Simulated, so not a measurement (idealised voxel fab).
process module | voxel wiring stack
cross-section cut | 300 nm wide | cells 5 nm
A cross-section is a grid of square cells, given in bands from the top down. A band is one or more rows of cells.
Each band's line starts with the height of the band's top and of its bottom, in nm. Then come its materials from left to right, each with its width in nm. One material with "throughout" fills the band from edge to edge. "air" is empty space.
Height 0 is the level under which the wafer as received is all one material. The lowest band goes on downwards, as in "0 down".
A width such as "30 to 40" changes by the same amount from each row of cells to the next, from the band's top row to its bottom row.
"no change" after a step means that no cell of the cross-section changed.
closed voids: empty space of 8 cells or more with no open way to the top, each as width x height at its distance from the left edge, in nm
after a step's settings: what the simulator itself notes on the step
overlay nm, on a step with a mask: how far to the right of its planned place the mask lay; to the left if negative
plan
1 op RECEIVE | material Si
2 op CONFORMAL_DEP | material SiO2 | thk nm 15
3 op CONFORMAL_DEP | material SiCN | thk nm 5
4 op DIRECTIONAL_DEP | material lowk | thk nm 15
5 op DIRECTIONAL_DEP | material aC | thk nm 10
6 op PATTERN | tone open | mask id METAL_1 | material resist | width nm 25 | pitch nm 40 | thk nm 30 | overlay nm 0
7 op DIRECTIONAL_ETCH | etch materials aC | depth nm 10
8 op STRIP | etch materials resist
9 op DIRECTIONAL_ETCH | etch materials lowk | depth nm 15
10 op DIRECTIONAL_ETCH | etch materials SiCN | depth nm 5
11 op STRIP | etch materials aC
12 op CONFORMAL_DEP | material TiN | thk nm 5
13 op FILL_DEP | material Ru | thk nm 10
14 op CMP | height nm 35
15 op EPI | material Ru | thk nm 5
16 op FILL_DEP | material SiCN | thk nm 5
17 op DIRECTIONAL_DEP | material lowk | thk nm 15
18 op DIRECTIONAL_DEP | material aC | thk nm 10
19 op PATTERN | tone open | mask id PLUG_1 | material resist | width nm 15 | pitch nm 40 | thk nm 25 | overlay nm 0
20 op DIRECTIONAL_ETCH | etch materials aC | depth nm 10
21 op STRIP | etch materials resist
22 op DIRECTIONAL_ETCH | etch materials lowk | depth nm 15
23 op DIRECTIONAL_ETCH | etch materials SiCN | depth nm 5
24 op STRIP | etch materials aC
25 op EPI | material Ru | thk nm 10
26 op EPI | material Ru | thk nm 10
27 op DIRECTIONAL_DEP | material TiN | thk nm 5
28 op DIRECTIONAL_DEP | material W | thk nm 20
29 op PATTERN | tone cover | mask id METAL_2 | material resist | width nm 25 | pitch nm 40 | thk nm 15 | overlay nm 0
30 op DIRECTIONAL_ETCH | etch materials W | depth nm 20
31 op DIRECTIONAL_ETCH | etch materials TiN | depth nm 5
32 op STRIP | etch materials resist
33 op FILL_DEP | material SiO2 | thk nm 5
34 op CMP | height nm 85
35 op CONFORMAL_DEP | material SiCN | thk nm 5
36 op DIRECTIONAL_DEP | material SiO2 | thk nm 35
37 op DIRECTIONAL_DEP | material aC | thk nm 15
38 op PATTERN | tone open | mask id METAL_3 | material resist | width nm 25 | pitch nm 40 | thk nm 35 | overlay nm -15
39 op DIRECTIONAL_ETCH | etch materials aC | depth nm 15
40 op STRIP | etch materials resist
41 op DIRECTIONAL_ETCH | etch materials SiO2 | depth nm 20
42 op STRIP | etch materials aC
43 op PATTERN | tone open | mask id METAL_3_HOLES | material resist | width nm 15 | thk nm 15 | overlay nm 0
44 op DIRECTIONAL_ETCH | etch materials SiO2 | depth nm 15
45 op DIRECTIONAL_ETCH | etch materials SiCN | depth nm 5
46 op STRIP | etch materials resist
47 op CONFORMAL_DEP | material TiN | thk nm 5
48 op FILL_DEP | material Ru | thk nm 10
49 op CMP | height nm 125
50 op CONFORMAL_DEP | material SiCN | thk nm 5
51 op DIRECTIONAL_DEP | material lowk | thk nm 25
52 op PATTERN | tone open | mask id METAL_4_HOLES | material resist | width nm 15 | pitch nm 40 | thk nm 20 | overlay nm 0
53 op DIRECTIONAL_ETCH | etch materials lowk | depth nm 25
54 op STRIP | etch materials resist
55 op PATTERN | tone open | mask id METAL_4 | material resist | width nm 25 | pitch nm 40 | thk nm 20 | overlay nm 0
56 op DIRECTIONAL_ETCH | etch materials lowk | depth nm 15
57 op DIRECTIONAL_ETCH | etch materials SiCN | depth nm 5
58 op STRIP | etch materials resist
59 op CONFORMAL_DEP | material TiN | thk nm 5
60 op FILL_DEP | material Cu | thk nm 5
61 op CMP | height nm 155
62 op CONFORMAL_DEP | material SiCN | thk nm 5
varied across the wafers: overlay nm of step 38. The plan shows the first wafer's value. All wafers start alike
first wafer as received, after step 1
  0 down: Si throughout
  closed voids: none
first wafer at the end, after step 62
  160 to 155: SiCN throughout
  155 to 145: lowk 115 | TiN 5 | Cu 15 | TiN 5 | lowk 15 | TiN 5 | Cu 15 | TiN 5 | lowk 120
  145 to 140: lowk 115 | TiN 5 | Cu 5 | TiN 15 | lowk 15 | TiN 5 | Cu 5 | TiN 15 | lowk 120
  140 to 130: lowk 115 | TiN 5 | Cu 5 | TiN 5 | lowk 25 | TiN 5 | Cu 5 | TiN 5 | lowk 130
  130 to 125: SiCN 115 | TiN 15 | SiCN 25 | TiN 15 | SiCN 130
  125 to 115: SiO2 100 | TiN 5 | Ru 20 | TiN 5 | SiO2 10 | TiN 5 | Ru 15 | TiN 5 | SiO2 135
  115 to 110: SiO2 100 | TiN 5 | Ru 15 | TiN 10 | SiO2 10 | TiN 5 | Ru 15 | TiN 5 | SiO2 135
  110 to 105: SiO2 100 | TiN 25 | SiO2 15 | TiN 25 | SiO2 135
  105 to 90: SiO2 115 | TiN 10 | SiO2 175
  90 to 85: SiCN 115 | TiN 10 | SiCN 175
  85 to 65: SiO2 115 | W 25 | SiO2 15 | W 25 | SiO2 120
  65 to 60: SiO2 115 | TiN 25 | SiO2 15 | TiN 25 | SiO2 120
  60 to 45: lowk 115 | Ru 15 | lowk 25 | Ru 15 | lowk 130
  45 to 35: SiCN 115 to 110 | Ru 15 to 35 | SiCN 25 to 5 | Ru 15 to 35 | SiCN 130 to 115
  35 to 20: lowk 115 | TiN 5 | Ru 15 | TiN 5 | lowk 15 | TiN 5 | Ru 15 | TiN 5 | lowk 120
  20 to 15: SiCN 115 | TiN 25 | SiCN 15 | TiN 25 | SiCN 120
  15 to 0: SiO2 throughout
  0 down: Si throughout
  closed voids: none
last wafer at the end
  160 to 155: SiCN throughout
  155 to 145: lowk 115 | TiN 5 | Cu 15 | TiN 5 | lowk 15 | TiN 5 | Cu 15 | TiN 5 | lowk 120
  145 to 140: lowk 115 | TiN 5 | Cu 5 | TiN 15 | lowk 15 | TiN 5 | Cu 5 | TiN 15 | lowk 120
  140 to 130: lowk 115 | TiN 5 | Cu 5 | TiN 5 | lowk 25 | TiN 5 | Cu 5 | TiN 5 | lowk 130
  130 to 125: SiCN 115 | TiN 15 | SiCN 25 | TiN 15 | SiCN 130
  125 to 115: SiO2 115 | TiN 5 | Ru 30 | TiN 5 | SiO2 15 | TiN 5 | Ru 15 | TiN 5 | SiO2 105
  115 to 110: SiO2 115 | TiN 20 | Ru 15 | TiN 5 | SiO2 15 | TiN 5 | Ru 15 | TiN 5 | SiO2 105
  110 to 105: SiO2 130 | TiN 25 | SiO2 15 | TiN 25 | SiO2 105
  105 to 90: SiO2 throughout
  90 to 85: SiCN throughout
  85 to 65: SiO2 115 | W 25 | SiO2 15 | W 25 | SiO2 120
  65 to 60: SiO2 115 | TiN 25 | SiO2 15 | TiN 25 | SiO2 120
  60 to 45: lowk 115 | Ru 15 | lowk 25 | Ru 15 | lowk 130
  45 to 35: SiCN 115 to 110 | Ru 15 to 35 | SiCN 25 to 5 | Ru 15 to 35 | SiCN 130 to 115
  35 to 20: lowk 115 | TiN 5 | Ru 15 | TiN 5 | lowk 15 | TiN 5 | Ru 15 | TiN 5 | lowk 120
  20 to 15: SiCN 115 | TiN 25 | SiCN 15 | TiN 25 | SiCN 120
  15 to 0: SiO2 throughout
  0 down: Si throughout
  closed voids: none
each wafer at the end: cells of each material gained (+) or lost (-) since it was received, then its closed voids
overlay nm -15 | +18 Cu | +76 Ru | +322 SiCN | +801 SiO2 | +93 TiN | +40 W | +570 lowk | closed voids: none
overlay nm -10 | +18 Cu | +78 Ru | +321 SiCN | +801 SiO2 | +92 TiN | +40 W | +570 lowk | closed voids: none
overlay nm -5 | +18 Cu | +78 Ru | +321 SiCN | +801 SiO2 | +92 TiN | +40 W | +570 lowk | closed voids: none
overlay nm 0 | +18 Cu | +78 Ru | +321 SiCN | +801 SiO2 | +92 TiN | +40 W | +570 lowk | closed voids: none
overlay nm 5 | +18 Cu | +76 Ru | +322 SiCN | +801 SiO2 | +93 TiN | +40 W | +570 lowk | closed voids: none
overlay nm 10 | +18 Cu | +78 Ru | +323 SiCN | +801 SiO2 | +90 TiN | +40 W | +570 lowk | closed voids: none
overlay nm 15 | +18 Cu | +80 Ru | +324 SiCN | +801 SiO2 | +87 TiN | +40 W | +570 lowk | closed voids: none
